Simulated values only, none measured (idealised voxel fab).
Herein follows the process module entitled voxel air gaps.
Square cells of 5 nm make up the cross-section cut, whose width is 235 nm.
Just so we're on the same page, the cross-sections are grids of square cells, and they're listed out in bands top to bottom, each band one or more rows deep.
The band entry comprises the height of the band's top followed by the height of its bottom, expressed in nm, and subsequently the band's materials from left to right, each stated together with its width in nm. Where a single material is marked with the word "edge to edge", that material fills the band from edge to edge. The word "air" represents empty space.
Height datum 0, below which the as-received substrate wafer is one material. Lowest band open at the bottom, running downward: "0 -> down".
When a width is written as two numbers, as in "30->40", the first number is the width in the top row of cells of the band and the second is the width in its bottom row, and the width changes by the same amount from each row to the next.
No cell of the cross-section changed in a step that is given as "nothing got changed".
"Listed closed voids" means: voids of 8 cells or more that are shut off from the top with no open way through. Written width x height at distance, distance from the left edge, in nm.
It should be noted that, on the line of a given step, the content following the step's settings is a remark produced by the simulator itself with respect to that step.
overlay nm: for a step with a mask, the amount by which the mask lay right of where it was planned; a negative amount means left of it.
**Process steps foreseen in the plan**
1: RECEIVE, material Si
2: CONFORMAL_DEP, material SiO2, thk nm 15
3: CONFORMAL_DEP, material SiCN, thk nm 5
4: DIRECTIONAL_DEP, material SiO2, thk nm 35
5: MASKED_ETCH, tone open, mask id LINES, width nm 25, pitch nm 50, etch materials SiO2, depth nm 35, overlay nm 0
6: CONFORMAL_DEP, material TiN, thk nm 5
7: FILL_DEP, material W, thk nm 10
8: CMP, height nm 55
9: EPI, material Ru, thk nm 10
10: SELECTIVE_ETCH, etch materials SiO2, depth nm 45
11: CONFORMAL_DEP, material SiCN, thk nm 5
**Shown in cross-section is the wafer as received, that is, as it stands after step 1**
* 0 -> down  Si edge to edge
* Listed closed voids: none
**Look at the cross-section after the module: the wafer started out the way shown above and the plan was the one shown above, yet one mistake was made along the way**
* 70 -> 65  air: 40 / SiCN: 155 / air: 40
* 65 -> 55  air: 40 / SiCN: 5 / Ru: 45 / SiCN: 5 / Ru: 45 / SiCN: 5 / Ru: 45 / SiCN: 5 / air: 40
* 55 -> 25  air: 40 / SiCN: 5 / Ru: 10 / TiN: 5 / W: 15 / TiN: 5 / Ru: 10 / SiCN: 5 / Ru: 10 / TiN: 5 / W: 15 / TiN: 5 / Ru: 10 / SiCN: 5 / Ru: 10 / TiN: 5 / W: 15 / TiN: 5 / Ru: 10 / SiCN: 5 / air: 40
* 25 -> 20  SiCN: 45 / Ru: 10 / TiN: 25 / Ru: 10 / SiCN: 5 / Ru: 10 / TiN: 25 / Ru: 10 / SiCN: 5 / Ru: 10 / TiN: 25 / Ru: 10 / SiCN: 45
* 20 -> 15  SiCN edge to edge
* 15 -> 0  SiO2 edge to edge
* 0 -> down  Si edge to edge
* Listed closed voids: none
Finding, execution versus plan: plan vs actual: 9 and 10 interchanged
